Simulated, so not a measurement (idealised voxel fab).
process module | voxel air gaps
cross-section cut | 175 nm wide | cells 5 nm
A cross-section is a grid of square cells, given in bands from the top down. A band is one or more rows of cells.
Each band's line starts with the height of the band's top and of its bottom, in nm. Then come its materials from left to right, each with its width in nm. One material with "throughout" fills the band from edge to edge. "air" is empty space.
Height 0 is the level under which the wafer as received is all one material. The lowest band goes on downwards, as in "0 down".
A width such as "30 to 40" changes by the same amount from each row of cells to the next, from the band's top row to its bottom row.
"no change" after a step means that no cell of the cross-section changed.
closed voids: empty space of 8 cells or more with no open way to the top, each as width x height at its distance from the left edge, in nm
after a step's settings: what the simulator itself notes on the step
overlay nm, on a step with a mask: how far to the right of its planned place the mask lay; to the left if negative
plan
1 op RECEIVE | material Si
2 op CONFORMAL_DEP | material SiO2 | thk nm 15
3 op CONFORMAL_DEP | material SiCN | thk nm 5
4 op DIRECTIONAL_DEP | material SiO2 | thk nm 30
5 op MASKED_ETCH | tone open | mask id LINES | width nm 20 | pitch nm 45 | etch materials SiO2 | depth nm 30 | overlay nm 0
6 op CONFORMAL_DEP | material TiN | thk nm 5
7 op FILL_DEP | material Cu | thk nm 10
8 op CMP | height nm 50
9 op EPI | material Ru | thk nm 10
10 op SELECTIVE_ETCH | etch materials SiO2 | depth nm 40
11 op CONFORMAL_DEP | material SiCN | thk nm 5
as received, after step 1
  0 down: Si throughout
  closed voids: none
first wafer at the end, as planned
  65 to 60: air 15 | SiCN 140 | air 20
  60 to 50: air 15 | SiCN 5 | Ru 40 | SiCN 5 | Ru 40 | SiCN 5 | Ru 40 | SiCN 5 | air 20
  50 to 45: air 15 | SiCN 15 | TiN 5 | Cu 10 | TiN 5 | SiCN 25 | TiN 5 | Cu 10 | TiN 5 | SiCN 25 | TiN 5 | Cu 10 | TiN 5 | SiCN 15 | air 20
  45 to 25: air 25 | SiCN 5 | TiN 5 | Cu 10 | TiN 5 | SiCN 5 | air 15 | SiCN 5 | TiN 5 | Cu 10 | TiN 5 | SiCN 5 | air 15 | SiCN 5 | TiN 5 | Cu 10 | TiN 5 | SiCN 5 | air 30
  25 to 20: SiCN 30 | TiN 20 | SiCN 25 | TiN 20 | SiCN 25 | TiN 20 | SiCN 35
  20 to 15: SiCN throughout
  15 to 0: SiO2 throughout
  0 down: Si throughout
  closed voids: 15 x 20 at 55; 15 x 20 at 100
second wafer at the end: like start, like plan, one mistake
  65 to 60: air 15 | SiCN 140 | air 20
  60 to 50: air 15 | SiCN 5 | Ru 40 | SiCN 5 | Ru 40 | SiCN 5 | Ru 40 | SiCN 5 | air 20
  50 to 45: air 15 | SiCN 15 | TiN 5 | Cu 10 | TiN 5 | SiCN 25 | TiN 5 | Cu 10 | TiN 5 | SiCN 25 | TiN 5 | Cu 10 | TiN 5 | SiCN 15 | air 20
  45 to 40: air 25 | SiCN 5 | TiN 5 | Cu 10 | TiN 5 | SiCN 5 | air 15 | SiCN 5 | TiN 5 | Cu 10 | TiN 5 | SiCN 5 | air 15 | SiCN 5 | TiN 5 | Cu 10 | TiN 5 | SiCN 5 | air 30
  40 to 35: SiCN 30 | TiN 20 | SiCN 25 | TiN 20 | SiCN 25 | TiN 20 | SiCN 35
  35 to 30: SiCN throughout
  30 to 0: SiO2 throughout
  0 down: Si throughout
  closed voids: none
what went wrong: step 2 was run twice
at the end the second wafer has, in cells: 18 fewer of Cu | 18 fewer of SiCN | 105 more of SiO2 | 18 fewer of TiN
closed voids at the end (first wafer, second wafer): 2, 0
